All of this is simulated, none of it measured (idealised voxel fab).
Presented below is a process module, voxel gate over fins.
Cross-section cut spans 245 nm and uses square cells 5 nm in size.
Cross-section spec: square-cell grid; bands listed top down; each band is one or more rows. A band entry consists of two parts. The first gives the height of the band's top and the height of its bottom, in nm. The rest lists the band's materials from left to right, each with its width in nm. A single material labelled with the word "edge to edge" fills the band from edge to edge, and the word "air" marks empty space. Below 0: as-received wafer, all one material; heights counted from there. Lowest band: no bottom, goes on down, written "0 and below". The expression "30->40" gives the width at the extremes of the band, the first number at its top row of cells and the second at its bottom row, with the width changing by equal amounts from each row to the next in between. A step reported as "left unchanged" is a step in which no cell of the cross-section changed. Look at "Fully sealed voids" for the closed voids: empty spaces with no open path to the top, sized 8 cells or up. Each is width x height at distance, distance from the left edge, all nm. Whatever follows a step's settings on its line is a remark the simulator itself makes about that step. overlay nm: mask right of planned place by this much (step with mask). Neg. = left.
-- So here's the lineup of process steps we planned
- 1: RECEIVE: material Si
- 2: CONFORMAL_DEP: material SiN, thk nm 10
- 3: DIRECTIONAL_DEP: material aC, thk nm 10
- 4: PATTERN: tone cover, mask id FINS, material resist, width nm 15, pitch nm 55, thk nm 30, overlay nm 0
- 5: DIRECTIONAL_ETCH: etch materials aC, depth nm 10
- 6: STRIP: etch materials resist
- 7: DIRECTIONAL_ETCH: etch materials SiN, depth nm 10
- 8: DIRECTIONAL_ETCH: etch materials Si, depth nm 40
- 9: STRIP: etch materials aC
- 10: OXIDIZE: depth nm 5
- 11: FILL_DEP: material SiO2, thk nm 10
- 12: CMP: height nm 10
- 13: PATTERN: tone open, mask id RAIL, material resist, width nm 15, thk nm 15, overlay nm 0
- 14: DIRECTIONAL_ETCH: etch materials SiO2, depth nm 45
- 15: STRIP: etch materials resist
- 16: CONFORMAL_DEP: material TiN, thk nm 5
- 17: FILL_DEP: material Ru, thk nm 10
- 18: CMP: height nm 10
- 19: SELECTIVE_ETCH: etch materials W Ru TiN, depth nm 30
- 20: FILL_DEP: material SiO2, thk nm 5
- 21: CMP: height nm 10
- 22: SELECTIVE_ETCH: etch materials SiO2, depth nm 20
- 23: STRIP: etch materials SiN
- 24: CONFORMAL_DEP: material HfO2, thk nm 5
- 25: CONFORMAL_DEP: material TiN, thk nm 5
- 26: FILL_DEP: material W, thk nm 15
- 27: CMP: height nm 20
- 28: CONFORMAL_DEP: material SiN, thk nm 5
-- Here's what the wafer looked like in cross-section when it arrived - that's after step 1
- 0 and below  Si edge to edge
- Fully sealed voids: none
-- Cross-section at module end, one run error; start and plan unchanged from above
- 25 down to 20  SiN edge to edge
- 20 down to 10  W edge to edge
- 10 down to 5  W (80), then TiN (25), then W (30), then TiN (25), then W (85)
- 5 down to 0  W (80), then TiN (5), then HfO2 (15), then TiN (5), then W (30), then TiN (5), then HfO2 (15), then TiN (5), then W (85)
- 0 down to -5  TiN (75), then W (5), then TiN (5), then HfO2 (5), then Si (5), then HfO2 (5), then TiN (5), then W (30), then TiN (5), then HfO2 (5), then Si (5), then HfO2 (5), then TiN (5), then W (5), then TiN (80)
- -5 down to -10  HfO2 (70), then TiN (5), then W (5), then TiN (5), then HfO2 (5), then Si (5), then HfO2 (5), then TiN (5), then W (30), then TiN (5), then HfO2 (5), then Si (5), then HfO2 (5), then TiN (5), then W (5), then TiN (5), then HfO2 (75)
- -10 down to -15  SiO2 (65), then HfO2 (5), then TiN (15), then HfO2 (5), then Si (5), then HfO2 (5), then TiN (40), then HfO2 (5), then Si (5), then HfO2 (5), then TiN (15), then HfO2 (5), then SiO2 (70)
- -15 down to -20  SiO2 (65), then HfO2 (25), then Si (5), then HfO2 (50), then Si (5), then HfO2 (25), then SiO2 (70)
- -20 down to -30  SiO2 (90), then Si (5), then SiO2 (15), then TiN (5), then Ru (5), then TiN (5), then SiO2 (20), then Si (5), then SiO2 (95)
- -30 down to -35  SiO2 (90), then Si (5), then SiO2 (15), then TiN (15), then SiO2 (20), then Si (5), then SiO2 (95)
- -35 down to -45  SiO2 (90), then Si (5), then SiO2 (50), then Si (5), then SiO2 (95)
- -45 and below  Si edge to edge
- Fully sealed voids: none
Where did the run depart from the plan? a sequencing error occurred in which plan steps 22 and 23 were transposed
